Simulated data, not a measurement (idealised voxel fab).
process module | voxel self aligned vias
cross-section cut | 210 nm wide | cells 5 nm
A cross-section is a grid of square cells, given in bands from the top down. A band is one or more rows of cells.
Each band's line starts with the height of the band's top and of its bottom, in nm. Then come its materials from left to right, each with its width in nm. One material with "throughout" fills the band from edge to edge. "air" is empty space.
Height 0 is the level under which the wafer as received is all one material. The lowest band goes on downwards, as in "0 down".
A width such as "30 to 40" changes by the same amount from each row of cells to the next, from the band's top row to its bottom row.
"no change" after a step means that no cell of the cross-section changed.
closed voids: empty space of 8 cells or more with no open way to the top, each as width x height at its distance from the left edge, in nm
after a step's settings: what the simulator itself notes on the step
overlay nm, on a step with a mask: how far to the right of its planned place the mask lay; to the left if negative
plan
1 op RECEIVE | material Si
2 op CONFORMAL_DEP | material SiO2 | thk nm 15
3 op CONFORMAL_DEP | material SiCN | thk nm 5
4 op DIRECTIONAL_DEP | material SiO2 | thk nm 25
5 op PATTERN | tone open | mask id LINES | material resist | width nm 20 | pitch nm 60 | thk nm 15 | overlay nm 0
6 op DIRECTIONAL_ETCH | etch materials SiO2 | depth nm 25
7 op STRIP | etch materials resist
8 op CONFORMAL_DEP | material TiN | thk nm 5
9 op FILL_DEP | material Ru | thk nm 5
10 op CMP | height nm 45
11 op SELECTIVE_ETCH | etch materials W Ru TiN | depth nm 10
12 op FILL_DEP | material SiN | thk nm 5
13 op CMP | height nm 45
14 op DIRECTIONAL_DEP | material SiO2 | thk nm 20
15 op DIRECTIONAL_DEP | material aC | thk nm 10
16 op PATTERN | tone open | mask id VIAS | material resist | width nm 30 | thk nm 30 | overlay nm 0
17 op DIRECTIONAL_ETCH | etch materials aC | depth nm 10
18 op STRIP | etch materials resist
19 op DIRECTIONAL_ETCH | etch materials SiO2 | depth nm 20
20 op DIRECTIONAL_ETCH | etch materials SiN | depth nm 10
21 op STRIP | etch materials aC
22 op CONFORMAL_DEP | material TiN | thk nm 5
23 op FILL_DEP | material Cu | thk nm 5
24 op CMP | height nm 65
25 op CONFORMAL_DEP | material SiCN | thk nm 5
as received, after step 1
  0 down: Si throughout
  closed voids: none
first wafer at the end, as planned
  70 to 65: SiCN throughout
  65 to 50: SiO2 60 | TiN 5 | Cu 20 | TiN 5 | SiO2 120
  50 to 45: SiO2 60 | TiN 10 | Cu 10 | TiN 10 | SiO2 120
  45 to 40: SiO2 65 | TiN 5 | Cu 10 | TiN 5 | SiO2 40 | SiN 20 | SiO2 65
  40 to 35: SiO2 65 | TiN 20 | SiO2 40 | SiN 20 | SiO2 65
  35 to 25: SiO2 65 | TiN 5 | Ru 10 | TiN 5 | SiO2 40 | TiN 5 | Ru 10 | TiN 5 | SiO2 65
  25 to 20: SiO2 65 | TiN 20 | SiO2 40 | TiN 20 | SiO2 65
  20 to 15: SiCN throughout
  15 to 0: SiO2 throughout
  0 down: Si throughout
  closed voids: none
second wafer at the end: like start, like plan, one mistake
  70 to 65: SiCN throughout
  65 to 50: SiO2 60 | TiN 5 | Cu 20 | TiN 5 | SiO2 120
  50 to 45: SiO2 60 | TiN 10 | Cu 10 | TiN 10 | SiO2 120
  45 to 40: SiO2 65 | TiN 5 | Cu 10 | TiN 5 | SiO2 40 | SiN 20 | SiO2 65
  40 to 35: SiO2 65 | TiN 20 | SiO2 40 | SiN 20 | SiO2 65
  35 to 30: SiCN throughout
  30 to 0: SiO2 throughout
  0 down: Si throughout
  closed voids: none
what went wrong: step 2 was run twice
at the end the second wafer has, in cells: 8 fewer of Ru | 24 more of SiO2 | 16 fewer of TiN
